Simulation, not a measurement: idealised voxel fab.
process module | voxel transistor to metal
cross-section cut | 195 nm wide | cells 5 nm
A cross-section is a grid of square cells, given in bands from the top down. A band is one or more rows of cells.
Each band's line starts with the height of the band's top and of its bottom, in nm. Then come its materials from left to right, each with its width in nm. One material with "throughout" fills the band from edge to edge. "air" is empty space.
Height 0 is the level under which the wafer as received is all one material. The lowest band goes on downwards, as in "0 down".
A width such as "30 to 40" changes by the same amount from each row of cells to the next, from the band's top row to its bottom row.
"no change" after a step means that no cell of the cross-section changed.
closed voids: empty space of 8 cells or more with no open way to the top, each as width x height at its distance from the left edge, in nm
after a step's settings: what the simulator itself notes on the step
overlay nm, on a step with a mask: how far to the right of its planned place the mask lay; to the left if negative
plan
1 op RECEIVE | material Si
2 op CONFORMAL_DEP | material SiO2 | thk nm 5
3 op CONFORMAL_DEP | material SiN | thk nm 10
4 op PATTERN | tone cover | mask id ACTIVE | material resist | width nm 125 | thk nm 15 | overlay nm 0
5 op DIRECTIONAL_ETCH | etch materials SiN | depth nm 10
6 op DIRECTIONAL_ETCH | etch materials SiO2 | depth nm 5
7 op DIRECTIONAL_ETCH | etch materials Si | depth nm 20
8 op STRIP | etch materials resist
9 op OXIDIZE | depth nm 5
10 op FILL_DEP | material SiO2 | thk nm 5
11 op CMP | height nm 15
12 op SELECTIVE_ETCH | etch materials SiO2 | depth nm 10
13 op STRIP | etch materials SiN
14 op SELECTIVE_ETCH | etch materials SiO2 | depth nm 5
15 op OXIDIZE | depth nm 5
16 op DIRECTIONAL_DEP | material polySi | thk nm 30
17 op DIRECTIONAL_DEP | material SiCN | thk nm 15
18 op PATTERN | tone cover | mask id GATE | material resist | width nm 35 | thk nm 15 | overlay nm 0
19 op DIRECTIONAL_ETCH | etch materials SiCN | depth nm 25
20 op DIRECTIONAL_ETCH | etch materials polySi | depth nm 40
21 op STRIP | etch materials resist
22 op CONFORMAL_DEP | material SiO2 | thk nm 5
23 op DIRECTIONAL_ETCH | etch materials SiO2 | depth nm 5
24 op CONFORMAL_DEP | material SiN | thk nm 5
25 op DIRECTIONAL_ETCH | etch materials SiN | depth nm 5
26 op DIRECTIONAL_ETCH | etch materials SiO2 | depth nm 5
27 op DIRECTIONAL_ETCH | etch materials Si | depth nm 15
28 op EPI | material SiGe | thk nm 20
29 op FILL_DEP | material SiO2 | thk nm 5
30 op CMP | height nm 30
31 op STRIP | etch materials polySi
32 op SELECTIVE_ETCH | etch materials SiO2 | depth nm 5
33 op CONFORMAL_DEP | material HfO2 | thk nm 5
34 op CONFORMAL_DEP | material TiN | thk nm 5
35 op FILL_DEP | material W | thk nm 10
36 op CMP | height nm 25
37 op DIRECTIONAL_DEP | material SiO2 | thk nm 10
38 op DIRECTIONAL_DEP | material aC | thk nm 15
39 op PATTERN | tone open | mask id CONTACT | material resist | width nm 15 | pitch nm 90 | thk nm 30 | overlay nm 0
40 op DIRECTIONAL_ETCH | etch materials aC | depth nm 15
41 op STRIP | etch materials resist
42 op DIRECTIONAL_ETCH | etch materials SiO2 | depth nm 35
43 op STRIP | etch materials aC
44 op CONFORMAL_DEP | material TiN | thk nm 5
45 op FILL_DEP | material Ru | thk nm 5
46 op CMP | height nm 35
47 op DIRECTIONAL_DEP | material TiN | thk nm 5
48 op DIRECTIONAL_DEP | material W | thk nm 15
49 op PATTERN | tone cover | mask id METAL_1 | material resist | width nm 15 | pitch nm 90 | thk nm 15 | overlay nm 0
50 op DIRECTIONAL_ETCH | etch materials W | depth nm 15
51 op DIRECTIONAL_ETCH | etch materials TiN | depth nm 5
52 op STRIP | etch materials resist
53 op FILL_DEP | material lowk | thk nm 10
54 op CMP | height nm 55
55 op CONFORMAL_DEP | material SiN | thk nm 5
first wafer, as planned
as received, after step 1
  0 down: Si throughout
  closed voids: none
after step 2
  5 to 0: SiO2 throughout
  below 0: unchanged
after step 3
  15 to 5: SiN throughout
  below 5: unchanged
after step 4
  30 to 15: air 35 | resist 125 | air 35
  below 15: unchanged
after step 5
  30 to 15: air 35 | resist 125 | air 35
  15 to 5: air 35 | SiN 125 | air 35
  below 5: unchanged
after step 6
  30 to 15: air 35 | resist 125 | air 35
  15 to 5: air 35 | SiN 125 | air 35
  5 to 0: air 35 | SiO2 125 | air 35
  below 0: unchanged
after step 7
  30 to 15: air 35 | resist 125 | air 35
  15 to 5: air 35 | SiN 125 | air 35
  5 to 0: air 35 | SiO2 125 | air 35
  0 to -20: air 35 | Si 125 | air 35
  below -20: unchanged
after step 8
  15 to 5: air 35 | SiN 125 | air 35
  below 5: unchanged
after step 9
  15 to 5: air 35 | SiN 125 | air 35
  5 to 0: air 35 | SiO2 125 | air 35
  0 to -20: air 35 | SiO2 5 | Si 115 | SiO2 5 | air 35
  -20 to -25: SiO2 40 | Si 115 | SiO2 40
  below -25: unchanged
after step 10
  20 to 15: SiO2 throughout
  15 to 5: SiO2 35 | SiN 125 | SiO2 35
  5 to 0: SiO2 throughout
  0 to -25: SiO2 40 | Si 115 | SiO2 40
  below -25: unchanged
after step 11
  15 to 5: SiO2 35 | SiN 125 | SiO2 35
  below 5: unchanged
after step 12
  15 to 5: air 35 | SiN 125 | air 35
  below 5: unchanged
after step 13
  5 to 0: SiO2 throughout
  below 0: unchanged
after step 14
  0 to -25: SiO2 40 | Si 115 | SiO2 40
  below -25: unchanged
after step 15
  0 to -5: SiO2 throughout
  below -5: unchanged
after step 16
  30 to 0: polySi throughout
  below 0: unchanged
after step 17
  45 to 30: SiCN throughout
  below 30: unchanged
after step 18
  60 to 45: air 80 | resist 35 | air 80
  below 45: unchanged
after step 19
  60 to 45: air 80 | resist 35 | air 80
  45 to 30: air 80 | SiCN 35 | air 80
  below 30: unchanged
after step 20
  60 to 45: air 80 | resist 35 | air 80
  45 to 30: air 80 | SiCN 35 | air 80
  30 to 0: air 80 | polySi 35 | air 80
  below 0: unchanged
after step 21
  45 to 30: air 80 | SiCN 35 | air 80
  below 30: unchanged
after step 22
  50 to 45: air 75 | SiO2 45 | air 75
  45 to 30: air 75 | SiO2 5 | SiCN 35 | SiO2 5 | air 75
  30 to 5: air 75 | SiO2 5 | polySi 35 | SiO2 5 | air 75
  5 to 0: SiO2 80 | polySi 35 | SiO2 80
  below 0: unchanged
after step 23
  45 to 30: air 75 | SiO2 5 | SiCN 35 | SiO2 5 | air 75
  30 to 0: air 75 | SiO2 5 | polySi 35 | SiO2 5 | air 75
  below 0: unchanged
after step 24
  50 to 45: air 70 | SiN 55 | air 70
  45 to 30: air 70 | SiN 5 | SiO2 5 | SiCN 35 | SiO2 5 | SiN 5 | air 70
  30 to 5: air 70 | SiN 5 | SiO2 5 | polySi 35 | SiO2 5 | SiN 5 | air 70
  5 to 0: SiN 75 | SiO2 5 | polySi 35 | SiO2 5 | SiN 75
  below 0: unchanged
after step 25
  45 to 30: air 70 | SiN 5 | SiO2 5 | SiCN 35 | SiO2 5 | SiN 5 | air 70
  30 to 0: air 70 | SiN 5 | SiO2 5 | polySi 35 | SiO2 5 | SiN 5 | air 70
  below 0: unchanged
after step 26
  45 to 40: air 70 | SiN 5 | air 5 | SiCN 35 | air 5 | SiN 5 | air 70
  40 to 30: air 70 | SiN 5 | SiO2 5 | SiCN 35 | SiO2 5 | SiN 5 | air 70
  30 to 0: air 70 | SiN 5 | SiO2 5 | polySi 35 | SiO2 5 | SiN 5 | air 70
  0 to -5: air 70 | SiO2 55 | air 70
  below -5: unchanged
after step 27
  45 to 40: air 70 | SiN 5 | air 5 | SiCN 35 | air 5 | SiN 5 | air 70
  40 to 30: air 70 | SiN 5 | SiO2 5 | SiCN 35 | SiO2 5 | SiN 5 | air 70
  30 to 0: air 70 | SiN 5 | SiO2 5 | polySi 35 | SiO2 5 | SiN 5 | air 70
  0 to -5: air 70 | SiO2 55 | air 70
  -5 to -20: SiO2 40 | air 30 | Si 55 | air 30 | SiO2 40
  below -20: unchanged
after step 28
  45 to 40: air 70 | SiN 5 | air 5 | SiCN 35 | air 5 | SiN 5 | air 70
  40 to 30: air 70 | SiN 5 | SiO2 5 | SiCN 35 | SiO2 5 | SiN 5 | air 70
  30 to 15: air 70 | SiN 5 | SiO2 5 | polySi 35 | SiO2 5 | SiN 5 | air 70
  15 to 0: air 50 | SiGe 20 | SiN 5 | SiO2 5 | polySi 35 | SiO2 5 | SiN 5 | SiGe 20 | air 50
  0 to -5: air 35 | SiGe 35 | SiO2 55 | SiGe 35 | air 35
  -5 to -20: SiO2 40 | SiGe 30 | Si 55 | SiGe 30 | SiO2 40
  below -20: unchanged
after step 29
  50 to 45: SiO2 throughout
  45 to 30: SiO2 70 | SiN 5 | SiO2 5 | SiCN 35 | SiO2 5 | SiN 5 | SiO2 70
  30 to 15: SiO2 70 | SiN 5 | SiO2 5 | polySi 35 | SiO2 5 | SiN 5 | SiO2 70
  15 to 0: SiO2 50 | SiGe 20 | SiN 5 | SiO2 5 | polySi 35 | SiO2 5 | SiN 5 | SiGe 20 | SiO2 50
  0 to -5: SiO2 35 | SiGe 35 | SiO2 55 | SiGe 35 | SiO2 35
  below -5: unchanged
after step 30
  30 to 15: SiO2 70 | SiN 5 | SiO2 5 | polySi 35 | SiO2 5 | SiN 5 | SiO2 70
  below 15: unchanged
after step 31
  30 to 15: SiO2 70 | SiN 5 | SiO2 5 | air 35 | SiO2 5 | SiN 5 | SiO2 70
  15 to 0: SiO2 50 | SiGe 20 | SiN 5 | SiO2 5 | air 35 | SiO2 5 | SiN 5 | SiGe 20 | SiO2 50
  below 0: unchanged
after step 32
  30 to 25: air 70 | SiN 5 | air 45 | SiN 5 | air 70
  25 to 15: SiO2 70 | SiN 5 | air 45 | SiN 5 | SiO2 70
  15 to 0: SiO2 50 | SiGe 20 | SiN 5 | air 45 | SiN 5 | SiGe 20 | SiO2 50
  0 to -5: SiO2 35 | SiGe 35 | SiO2 5 | air 45 | SiO2 5 | SiGe 35 | SiO2 35
  below -5: unchanged
after step 33
  35 to 30: air 65 | HfO2 15 | air 35 | HfO2 15 | air 65
  30 to 25: HfO2 70 | SiN 5 | HfO2 5 | air 35 | HfO2 5 | SiN 5 | HfO2 70
  25 to 15: SiO2 70 | SiN 5 | HfO2 5 | air 35 | HfO2 5 | SiN 5 | SiO2 70
  15 to 0: SiO2 50 | SiGe 20 | SiN 5 | HfO2 5 | air 35 | HfO2 5 | SiN 5 | SiGe 20 | SiO2 50
  0 to -5: SiO2 35 | SiGe 35 | SiO2 5 | HfO2 45 | SiO2 5 | SiGe 35 | SiO2 35
  below -5: unchanged
after step 34
  40 to 35: air 60 | TiN 25 | air 25 | TiN 25 | air 60
  35 to 30: TiN 65 | HfO2 15 | TiN 5 | air 25 | TiN 5 | HfO2 15 | TiN 65
  30 to 25: HfO2 70 | SiN 5 | HfO2 5 | TiN 5 | air 25 | TiN 5 | HfO2 5 | SiN 5 | HfO2 70
  25 to 15: SiO2 70 | SiN 5 | HfO2 5 | TiN 5 | air 25 | TiN 5 | HfO2 5 | SiN 5 | SiO2 70
  15 to 5: SiO2 50 | SiGe 20 | SiN 5 | HfO2 5 | TiN 5 | air 25 | TiN 5 | HfO2 5 | SiN 5 | SiGe 20 | SiO2 50
  5 to 0: SiO2 50 | SiGe 20 | SiN 5 | HfO2 5 | TiN 35 | HfO2 5 | SiN 5 | SiGe 20 | SiO2 50
  below 0: unchanged
after step 35
  50 to 40: W throughout
  40 to 35: W 60 | TiN 25 | W 25 | TiN 25 | W 60
  35 to 30: TiN 65 | HfO2 15 | TiN 5 | W 25 | TiN 5 | HfO2 15 | TiN 65
  30 to 25: HfO2 70 | SiN 5 | HfO2 5 | TiN 5 | W 25 | TiN 5 | HfO2 5 | SiN 5 | HfO2 70
  25 to 15: SiO2 70 | SiN 5 | HfO2 5 | TiN 5 | W 25 | TiN 5 | HfO2 5 | SiN 5 | SiO2 70
  15 to 5: SiO2 50 | SiGe 20 | SiN 5 | HfO2 5 | TiN 5 | W 25 | TiN 5 | HfO2 5 | SiN 5 | SiGe 20 | SiO2 50
  below 5: unchanged
after step 36
  25 to 15: SiO2 70 | SiN 5 | HfO2 5 | TiN 5 | W 25 | TiN 5 | HfO2 5 | SiN 5 | SiO2 70
  below 15: unchanged
after step 37
  35 to 25: SiO2 throughout
  below 25: unchanged
after step 38
  50 to 35: aC throughout
  below 35: unchanged
after step 39
  80 to 50: resist 45 | air 15 | resist 75 | air 15 | resist 45
  below 50: unchanged
after step 40
  65 to 50: resist 45 | air 15 | resist 75 | air 15 | resist 45
  50 to 35: aC 45 | air 15 | aC 75 | air 15 | aC 45
  below 35: unchanged
after step 41
  50 to 35: aC 45 | air 15 | aC 75 | air 15 | aC 45
  below 35: unchanged
after step 42
  50 to 35: aC 45 | air 15 | aC 75 | air 15 | aC 45
  35 to 25: SiO2 45 | air 15 | SiO2 75 | air 15 | SiO2 45
  25 to 15: SiO2 45 | air 15 | SiO2 10 | SiN 5 | HfO2 5 | TiN 5 | W 25 | TiN 5 | HfO2 5 | SiN 5 | SiO2 10 | air 15 | SiO2 45
  15 to 5: SiO2 45 | air 5 | SiGe 20 | SiN 5 | HfO2 5 | TiN 5 | W 25 | TiN 5 | HfO2 5 | SiN 5 | SiGe 20 | air 5 | SiO2 45
  5 to 0: SiO2 45 | air 5 | SiGe 20 | SiN 5 | HfO2 5 | TiN 35 | HfO2 5 | SiN 5 | SiGe 20 | air 5 | SiO2 45
  below 0: unchanged
after step 43
  35 to 25: SiO2 45 | air 15 | SiO2 75 | air 15 | SiO2 45
  below 25: unchanged
after step 44
  40 to 35: TiN 50 | air 5 | TiN 85 | air 5 | TiN 50
  35 to 25: SiO2 45 | TiN 5 | air 5 | TiN 5 | SiO2 75 | TiN 5 | air 5 | TiN 5 | SiO2 45
  25 to 20: SiO2 45 | TiN 5 | air 5 | TiN 5 | SiO2 10 | SiN 5 | HfO2 5 | TiN 5 | W 25 | TiN 5 | HfO2 5 | SiN 5 | SiO2 10 | TiN 5 | air 5 | TiN 5 | SiO2 45
  20 to 15: SiO2 45 | TiN 15 | SiO2 10 | SiN 5 | HfO2 5 | TiN 5 | W 25 | TiN 5 | HfO2 5 | SiN 5 | SiO2 10 | TiN 15 | SiO2 45
  15 to 5: SiO2 45 | TiN 5 | SiGe 20 | SiN 5 | HfO2 5 | TiN 5 | W 25 | TiN 5 | HfO2 5 | SiN 5 | SiGe 20 | TiN 5 | SiO2 45
  5 to 0: SiO2 45 | TiN 5 | SiGe 20 | SiN 5 | HfO2 5 | TiN 35 | HfO2 5 | SiN 5 | SiGe 20 | TiN 5 | SiO2 45
  below 0: unchanged
after step 45
  45 to 40: Ru throughout
  40 to 35: TiN 50 | Ru 5 | TiN 85 | Ru 5 | TiN 50
  35 to 25: SiO2 45 | TiN 5 | Ru 5 | TiN 5 | SiO2 75 | TiN 5 | Ru 5 | TiN 5 | SiO2 45
  25 to 20: SiO2 45 | TiN 5 | Ru 5 | TiN 5 | SiO2 10 | SiN 5 | HfO2 5 | TiN 5 | W 25 | TiN 5 | HfO2 5 | SiN 5 | SiO2 10 | TiN 5 | Ru 5 | TiN 5 | SiO2 45
  below 20: unchanged
after step 46
  35 to 25: SiO2 45 | TiN 5 | Ru 5 | TiN 5 | SiO2 75 | TiN 5 | Ru 5 | TiN 5 | SiO2 45
  below 25: unchanged
after step 47
  40 to 35: TiN throughout
  below 35: unchanged
after step 48
  55 to 40: W throughout
  below 40: unchanged
after step 49
  70 to 55: air 45 | resist 15 | air 75 | resist 15 | air 45
  below 55: unchanged
after step 50
  70 to 55: air 45 | resist 15 | air 75 | resist 15 | air 45
  55 to 40: air 45 | W 15 | air 75 | W 15 | air 45
  below 40: unchanged
after step 51
  70 to 55: air 45 | resist 15 | air 75 | resist 15 | air 45
  55 to 40: air 45 | W 15 | air 75 | W 15 | air 45
  40 to 35: air 45 | TiN 15 | air 75 | TiN 15 | air 45
  below 35: unchanged
after step 52
  55 to 40: air 45 | W 15 | air 75 | W 15 | air 45
  below 40: unchanged
after step 53
  65 to 55: lowk throughout
  55 to 40: lowk 45 | W 15 | lowk 75 | W 15 | lowk 45
  40 to 35: lowk 45 | TiN 15 | lowk 75 | TiN 15 | lowk 45
  below 35: unchanged
after step 54
  55 to 40: lowk 45 | W 15 | lowk 75 | W 15 | lowk 45
  below 40: unchanged
after step 55
  60 to 55: SiN throughout
  below 55: unchanged
second wafer: like start, like plan, one mistake. Through step 3 it matches the first wafer
when step 4 should have ended
  30 to 15: air 40 | resist 125 | air 30
  below 15: unchanged
when step 5 should have ended
  30 to 15: air 40 | resist 125 | air 30
  15 to 5: air 40 | SiN 125 | air 30
  below 5: unchanged
when step 6 should have ended
  30 to 15: air 40 | resist 125 | air 30
  15 to 5: air 40 | SiN 125 | air 30
  5 to 0: air 40 | SiO2 125 | air 30
  below 0: unchanged
when step 7 should have ended
  30 to 15: air 40 | resist 125 | air 30
  15 to 5: air 40 | SiN 125 | air 30
  5 to 0: air 40 | SiO2 125 | air 30
  0 to -20: air 40 | Si 125 | air 30
  below -20: unchanged
when step 8 should have ended
  15 to 5: air 40 | SiN 125 | air 30
  below 5: unchanged
when step 9 should have ended
  15 to 5: air 40 | SiN 125 | air 30
  5 to 0: air 40 | SiO2 125 | air 30
  0 to -20: air 40 | SiO2 5 | Si 115 | SiO2 5 | air 30
  -20 to -25: SiO2 45 | Si 115 | SiO2 35
  below -25: unchanged
when step 10 should have ended
  20 to 15: SiO2 throughout
  15 to 5: SiO2 40 | SiN 125 | SiO2 30
  5 to 0: SiO2 throughout
  0 to -25: SiO2 45 | Si 115 | SiO2 35
  below -25: unchanged
when step 11 should have ended
  15 to 5: SiO2 40 | SiN 125 | SiO2 30
  below 5: unchanged
when step 12 should have ended
  15 to 5: air 40 | SiN 125 | air 30
  below 5: unchanged
when step 13 should have ended
  5 to 0: SiO2 throughout
  below 0: unchanged
when step 14 should have ended
  0 to -25: SiO2 45 | Si 115 | SiO2 35
  below -25: unchanged
when step 15 should have ended
  0 to -5: SiO2 throughout
  below -5: unchanged
when step 16 should have ended
  30 to 0: polySi throughout
  below 0: unchanged
when step 17 should have ended
  45 to 30: SiCN throughout
  below 30: unchanged
when step 18 should have ended
  60 to 45: air 80 | resist 35 | air 80
  below 45: unchanged
when step 19 should have ended
  60 to 45: air 80 | resist 35 | air 80
  45 to 30: air 80 | SiCN 35 | air 80
  below 30: unchanged
when step 20 should have ended
  60 to 45: air 80 | resist 35 | air 80
  45 to 30: air 80 | SiCN 35 | air 80
  30 to 0: air 80 | polySi 35 | air 80
  below 0: unchanged
when step 21 should have ended
  45 to 30: air 80 | SiCN 35 | air 80
  below 30: unchanged
when step 22 should have ended
  50 to 45: air 75 | SiO2 45 | air 75
  45 to 30: air 75 | SiO2 5 | SiCN 35 | SiO2 5 | air 75
  30 to 5: air 75 | SiO2 5 | polySi 35 | SiO2 5 | air 75
  5 to 0: SiO2 80 | polySi 35 | SiO2 80
  below 0: unchanged
when step 23 should have ended
  45 to 30: air 75 | SiO2 5 | SiCN 35 | SiO2 5 | air 75
  30 to 0: air 75 | SiO2 5 | polySi 35 | SiO2 5 | air 75
  below 0: unchanged
when step 24 should have ended
  50 to 45: air 70 | SiN 55 | air 70
  45 to 30: air 70 | SiN 5 | SiO2 5 | SiCN 35 | SiO2 5 | SiN 5 | air 70
  30 to 5: air 70 | SiN 5 | SiO2 5 | polySi 35 | SiO2 5 | SiN 5 | air 70
  5 to 0: SiN 75 | SiO2 5 | polySi 35 | SiO2 5 | SiN 75
  below 0: unchanged
when step 25 should have ended
  45 to 30: air 70 | SiN 5 | SiO2 5 | SiCN 35 | SiO2 5 | SiN 5 | air 70
  30 to 0: air 70 | SiN 5 | SiO2 5 | polySi 35 | SiO2 5 | SiN 5 | air 70
  below 0: unchanged
when step 26 should have ended
  45 to 40: air 70 | SiN 5 | air 5 | SiCN 35 | air 5 | SiN 5 | air 70
  40 to 30: air 70 | SiN 5 | SiO2 5 | SiCN 35 | SiO2 5 | SiN 5 | air 70
  30 to 0: air 70 | SiN 5 | SiO2 5 | polySi 35 | SiO2 5 | SiN 5 | air 70
  0 to -5: air 70 | SiO2 55 | air 70
  below -5: unchanged
when step 27 should have ended
  45 to 40: air 70 | SiN 5 | air 5 | SiCN 35 | air 5 | SiN 5 | air 70
  40 to 30: air 70 | SiN 5 | SiO2 5 | SiCN 35 | SiO2 5 | SiN 5 | air 70
  30 to 0: air 70 | SiN 5 | SiO2 5 | polySi 35 | SiO2 5 | SiN 5 | air 70
  0 to -5: air 70 | SiO2 55 | air 70
  -5 to -20: SiO2 45 | air 25 | Si 55 | air 35 | SiO2 35
  below -20: unchanged
when step 28 should have ended
  45 to 40: air 70 | SiN 5 | air 5 | SiCN 35 | air 5 | SiN 5 | air 70
  40 to 30: air 70 | SiN 5 | SiO2 5 | SiCN 35 | SiO2 5 | SiN 5 | air 70
  30 to 15: air 70 | SiN 5 | SiO2 5 | polySi 35 | SiO2 5 | SiN 5 | air 70
  15 to 0: air 50 | SiGe 20 | SiN 5 | SiO2 5 | polySi 35 | SiO2 5 | SiN 5 | SiGe 20 | air 50
  0 to -5: air 40 | SiGe 30 | SiO2 55 | SiGe 40 | air 30
  -5 to -20: SiO2 45 | SiGe 25 | Si 55 | SiGe 35 | SiO2 35
  below -20: unchanged
when step 29 should have ended
  50 to 45: SiO2 throughout
  45 to 30: SiO2 70 | SiN 5 | SiO2 5 | SiCN 35 | SiO2 5 | SiN 5 | SiO2 70
  30 to 15: SiO2 70 | SiN 5 | SiO2 5 | polySi 35 | SiO2 5 | SiN 5 | SiO2 70
  15 to 0: SiO2 50 | SiGe 20 | SiN 5 | SiO2 5 | polySi 35 | SiO2 5 | SiN 5 | SiGe 20 | SiO2 50
  0 to -5: SiO2 40 | SiGe 30 | SiO2 55 | SiGe 40 | SiO2 30
  below -5: unchanged
when step 30 should have ended
  30 to 15: SiO2 70 | SiN 5 | SiO2 5 | polySi 35 | SiO2 5 | SiN 5 | SiO2 70
  below 15: unchanged
when step 31 should have ended
  30 to 15: SiO2 70 | SiN 5 | SiO2 5 | air 35 | SiO2 5 | SiN 5 | SiO2 70
  15 to 0: SiO2 50 | SiGe 20 | SiN 5 | SiO2 5 | air 35 | SiO2 5 | SiN 5 | SiGe 20 | SiO2 50
  below 0: unchanged
when step 32 should have ended
  30 to 25: air 70 | SiN 5 | air 45 | SiN 5 | air 70
  25 to 15: SiO2 70 | SiN 5 | air 45 | SiN 5 | SiO2 70
  15 to 0: SiO2 50 | SiGe 20 | SiN 5 | air 45 | SiN 5 | SiGe 20 | SiO2 50
  0 to -5: SiO2 40 | SiGe 30 | SiO2 5 | air 45 | SiO2 5 | SiGe 40 | SiO2 30
  below -5: unchanged
when step 33 should have ended
  35 to 30: air 65 | HfO2 15 | air 35 | HfO2 15 | air 65
  30 to 25: HfO2 70 | SiN 5 | HfO2 5 | air 35 | HfO2 5 | SiN 5 | HfO2 70
  25 to 15: SiO2 70 | SiN 5 | HfO2 5 | air 35 | HfO2 5 | SiN 5 | SiO2 70
  15 to 0: SiO2 50 | SiGe 20 | SiN 5 | HfO2 5 | air 35 | HfO2 5 | SiN 5 | SiGe 20 | SiO2 50
  0 to -5: SiO2 40 | SiGe 30 | SiO2 5 | HfO2 45 | SiO2 5 | SiGe 40 | SiO2 30
  below -5: unchanged
when step 34 should have ended
  40 to 35: air 60 | TiN 25 | air 25 | TiN 25 | air 60
  35 to 30: TiN 65 | HfO2 15 | TiN 5 | air 25 | TiN 5 | HfO2 15 | TiN 65
  30 to 25: HfO2 70 | SiN 5 | HfO2 5 | TiN 5 | air 25 | TiN 5 | HfO2 5 | SiN 5 | HfO2 70
  25 to 15: SiO2 70 | SiN 5 | HfO2 5 | TiN 5 | air 25 | TiN 5 | HfO2 5 | SiN 5 | SiO2 70
  15 to 5: SiO2 50 | SiGe 20 | SiN 5 | HfO2 5 | TiN 5 | air 25 | TiN 5 | HfO2 5 | SiN 5 | SiGe 20 | SiO2 50
  5 to 0: SiO2 50 | SiGe 20 | SiN 5 | HfO2 5 | TiN 35 | HfO2 5 | SiN 5 | SiGe 20 | SiO2 50
  below 0: unchanged
when step 35 should have ended
  50 to 40: W throughout
  40 to 35: W 60 | TiN 25 | W 25 | TiN 25 | W 60
  35 to 30: TiN 65 | HfO2 15 | TiN 5 | W 25 | TiN 5 | HfO2 15 | TiN 65
  30 to 25: HfO2 70 | SiN 5 | HfO2 5 | TiN 5 | W 25 | TiN 5 | HfO2 5 | SiN 5 | HfO2 70
  25 to 15: SiO2 70 | SiN 5 | HfO2 5 | TiN 5 | W 25 | TiN 5 | HfO2 5 | SiN 5 | SiO2 70
  15 to 5: SiO2 50 | SiGe 20 | SiN 5 | HfO2 5 | TiN 5 | W 25 | TiN 5 | HfO2 5 | SiN 5 | SiGe 20 | SiO2 50
  below 5: unchanged
when step 36 should have ended
  25 to 15: SiO2 70 | SiN 5 | HfO2 5 | TiN 5 | W 25 | TiN 5 | HfO2 5 | SiN 5 | SiO2 70
  below 15: unchanged
when step 37 should have ended
  35 to 25: SiO2 throughout
  below 25: unchanged
when step 38 should have ended
  50 to 35: aC throughout
  below 35: unchanged
when step 39 should have ended
  80 to 50: resist 45 | air 15 | resist 75 | air 15 | resist 45
  below 50: unchanged
when step 40 should have ended
  65 to 50: resist 45 | air 15 | resist 75 | air 15 | resist 45
  50 to 35: aC 45 | air 15 | aC 75 | air 15 | aC 45
  below 35: unchanged
when step 41 should have ended
  50 to 35: aC 45 | air 15 | aC 75 | air 15 | aC 45
  below 35: unchanged
when step 42 should have ended
  50 to 35: aC 45 | air 15 | aC 75 | air 15 | aC 45
  35 to 25: SiO2 45 | air 15 | SiO2 75 | air 15 | SiO2 45
  25 to 15: SiO2 45 | air 15 | SiO2 10 | SiN 5 | HfO2 5 | TiN 5 | W 25 | TiN 5 | HfO2 5 | SiN 5 | SiO2 10 | air 15 | SiO2 45
  15 to 5: SiO2 45 | air 5 | SiGe 20 | SiN 5 | HfO2 5 | TiN 5 | W 25 | TiN 5 | HfO2 5 | SiN 5 | SiGe 20 | air 5 | SiO2 45
  5 to 0: SiO2 45 | air 5 | SiGe 20 | SiN 5 | HfO2 5 | TiN 35 | HfO2 5 | SiN 5 | SiGe 20 | air 5 | SiO2 45
  below 0: unchanged
when step 43 should have ended
  35 to 25: SiO2 45 | air 15 | SiO2 75 | air 15 | SiO2 45
  below 25: unchanged
when step 44 should have ended
  40 to 35: TiN 50 | air 5 | TiN 85 | air 5 | TiN 50
  35 to 25: SiO2 45 | TiN 5 | air 5 | TiN 5 | SiO2 75 | TiN 5 | air 5 | TiN 5 | SiO2 45
  25 to 20: SiO2 45 | TiN 5 | air 5 | TiN 5 | SiO2 10 | SiN 5 | HfO2 5 | TiN 5 | W 25 | TiN 5 | HfO2 5 | SiN 5 | SiO2 10 | TiN 5 | air 5 | TiN 5 | SiO2 45
  20 to 15: SiO2 45 | TiN 15 | SiO2 10 | SiN 5 | HfO2 5 | TiN 5 | W 25 | TiN 5 | HfO2 5 | SiN 5 | SiO2 10 | TiN 15 | SiO2 45
  15 to 5: SiO2 45 | TiN 5 | SiGe 20 | SiN 5 | HfO2 5 | TiN 5 | W 25 | TiN 5 | HfO2 5 | SiN 5 | SiGe 20 | TiN 5 | SiO2 45
  5 to 0: SiO2 45 | TiN 5 | SiGe 20 | SiN 5 | HfO2 5 | TiN 35 | HfO2 5 | SiN 5 | SiGe 20 | TiN 5 | SiO2 45
  below 0: unchanged
when step 45 should have ended
  45 to 40: Ru throughout
  40 to 35: TiN 50 | Ru 5 | TiN 85 | Ru 5 | TiN 50
  35 to 25: SiO2 45 | TiN 5 | Ru 5 | TiN 5 | SiO2 75 | TiN 5 | Ru 5 | TiN 5 | SiO2 45
  25 to 20: SiO2 45 | TiN 5 | Ru 5 | TiN 5 | SiO2 10 | SiN 5 | HfO2 5 | TiN 5 | W 25 | TiN 5 | HfO2 5 | SiN 5 | SiO2 10 | TiN 5 | Ru 5 | TiN 5 | SiO2 45
  below 20: unchanged
when step 46 should have ended
  35 to 25: SiO2 45 | TiN 5 | Ru 5 | TiN 5 | SiO2 75 | TiN 5 | Ru 5 | TiN 5 | SiO2 45
  below 25: unchanged
when step 47 should have ended
  40 to 35: TiN throughout
  below 35: unchanged
when step 48 should have ended
  55 to 40: W throughout
  below 40: unchanged
when step 49 should have ended
  70 to 55: air 45 | resist 15 | air 75 | resist 15 | air 45
  below 55: unchanged
when step 50 should have ended
  70 to 55: air 45 | resist 15 | air 75 | resist 15 | air 45
  55 to 40: air 45 | W 15 | air 75 | W 15 | air 45
  below 40: unchanged
when step 51 should have ended
  70 to 55: air 45 | resist 15 | air 75 | resist 15 | air 45
  55 to 40: air 45 | W 15 | air 75 | W 15 | air 45
  40 to 35: air 45 | TiN 15 | air 75 | TiN 15 | air 45
  below 35: unchanged
when step 52 should have ended
  55 to 40: air 45 | W 15 | air 75 | W 15 | air 45
  below 40: unchanged
when step 53 should have ended
  65 to 55: lowk throughout
  55 to 40: lowk 45 | W 15 | lowk 75 | W 15 | lowk 45
  40 to 35: lowk 45 | TiN 15 | lowk 75 | TiN 15 | lowk 45
  below 35: unchanged
when step 54 should have ended
  55 to 40: lowk 45 | W 15 | lowk 75 | W 15 | lowk 45
  below 40: unchanged
when step 55 should have ended
  60 to 55: SiN throughout
  below 55: unchanged
what went wrong: step 4 ran as: op PATTERN | tone cover | mask id ACTIVE | material resist | width nm 125 | thk nm 15 | overlay nm 5
at the end the second wafer has, in cells: as many of each material as the first, in other places
